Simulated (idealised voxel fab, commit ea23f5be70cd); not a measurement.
Presented below is a process module, voxel tone inversion.
Xsec cut, 220 nm wide, square cell size 5 nm.
When this document writes out a cross-section, it uses a grid of square cells and lists it as bands, beginning at the top and moving down, with a band standing for one or more rows of cells.
Band: top height; bottom height; in nm. Then, left to right: material with width in nm, for each material. "all across": a single material spanning edge to edge. "blank": empty space.
All heights in this document are referenced to 0, defined as the level beneath which the wafer, as received, consists entirely of one material. The lowest band is not bounded below; it extends indefinitely downward and is written in the form "0..down".
A width given as "30->40" starts at the first number in the band's top row and ends at the second number in its bottom row, shifting by an equal amount at every step from row to row.
Where a step carries "stayed the same", the cross-section came out of it unchanged, cell for cell.
So "Closed internal voids" is basically the list of trapped voids: any empty space of 8 cells or more that can't reach the top through an opening. They're written width x height at distance, the distance being from the left edge, and it's all nm.
Note: text after step settings on the step line = simulator remark on that step.
A step's line can hold "overlay nm"; with a mask on that step, the setting says how far right of the planned place the mask lay, while a negative setting says it lay to the left.
Process steps - plan
1: RECEIVE [material Si]
2: CONFORMAL_DEP [material SiN] [thk nm 5]
3: DIRECTIONAL_DEP [material polySi] [thk nm 20]
4: PATTERN [tone cover] [mask id POSTS] [material resist] [width nm 15] [pitch nm 45] [thk nm 25] [overlay nm 0]
5: DIRECTIONAL_ETCH [etch materials polySi] [depth nm 20]
6: STRIP [etch materials resist]
7: FILL_DEP [material lowk] [thk nm 10]
8: CMP [height nm 25]
9: STRIP [etch materials polySi]
As-received state of the wafer in cross-section, equivalent to post-step 1
0..down: Si all across
Closed internal voids: none
Cross-sectional view of the first of the two wafers upon completion of the module, processed in accordance with the plan
25..5: 35 lowk  15 blank  30 lowk  15 blank  30 lowk  15 blank  30 lowk  15 blank  35 lowk
5..0: SiN all across
0..down: Si all across
Closed internal voids: none
Cross-sectional view of the second of two wafers upon completion of the module. This wafer shared its starting condition and process plan with the first; one error was made during its execution
25..5: 35 lowk  20 blank  25 lowk  20 blank  25 lowk  20 blank  25 lowk  20 blank  30 lowk
5..0: SiN all across
0..down: Si all across
Closed internal voids: none
What was done differently from what was planned? planned and actual differ for step 4; actual: PATTERN [tone cover] [mask id POSTS] [material resist] [width nm 20] [pitch nm 45] [thk nm 25] [overlay nm 0]
Final wafer comparison in cells, second versus first, more or fewer per material: lowk -16
